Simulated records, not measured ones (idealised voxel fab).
process module | voxel fin reveal
cross-section cut | 295 nm wide | cells 5 nm
A cross-section is a grid of square cells, given in bands from the top down. A band is one or more rows of cells.
Each band's line starts with the height of the band's top and of its bottom, in nm. Then come its materials from left to right, each with its width in nm. One material with "throughout" fills the band from edge to edge. "air" is empty space.
Height 0 is the level under which the wafer as received is all one material. The lowest band goes on downwards, as in "0 down".
A width such as "30 to 40" changes by the same amount from each row of cells to the next, from the band's top row to its bottom row.
"no change" after a step means that no cell of the cross-section changed.
closed voids: empty space of 8 cells or more with no open way to the top, each as width x height at its distance from the left edge, in nm
after a step's settings: what the simulator itself notes on the step
overlay nm, on a step with a mask: how far to the right of its planned place the mask lay; to the left if negative
plan
1 op RECEIVE | material Si
2 op CONFORMAL_DEP | material SiN | thk nm 5
3 op PATTERN | tone cover | mask id FINS | material resist | width nm 15 | pitch nm 40 | thk nm 15 | overlay nm 0
4 op DIRECTIONAL_ETCH | etch materials SiN | depth nm 5
5 op DIRECTIONAL_ETCH | etch materials Si | depth nm 40
6 op STRIP | etch materials resist
7 op FILL_DEP | material SiO2 | thk nm 5
8 op CMP | height nm 5
9 op SELECTIVE_ETCH | etch materials SiO2 | depth nm 30
10 op STRIP | etch materials SiN
11 op CONFORMAL_DEP | material SiO2 | thk nm 5
varied across the wafers: width nm of step 3. The plan shows the first wafer's value. All wafers start alike
first wafer as received, after step 1
  0 down: Si throughout
  closed voids: none
each wafer at the end: cells of each material gained (+) or lost (-) since it was received, then its closed voids
width nm 15 | -376 Si | +240 SiO2 | closed voids: none
width nm 20 | -344 Si | +228 SiO2 | closed voids: none
width nm 25 | -312 Si | +216 SiO2 | closed voids: none
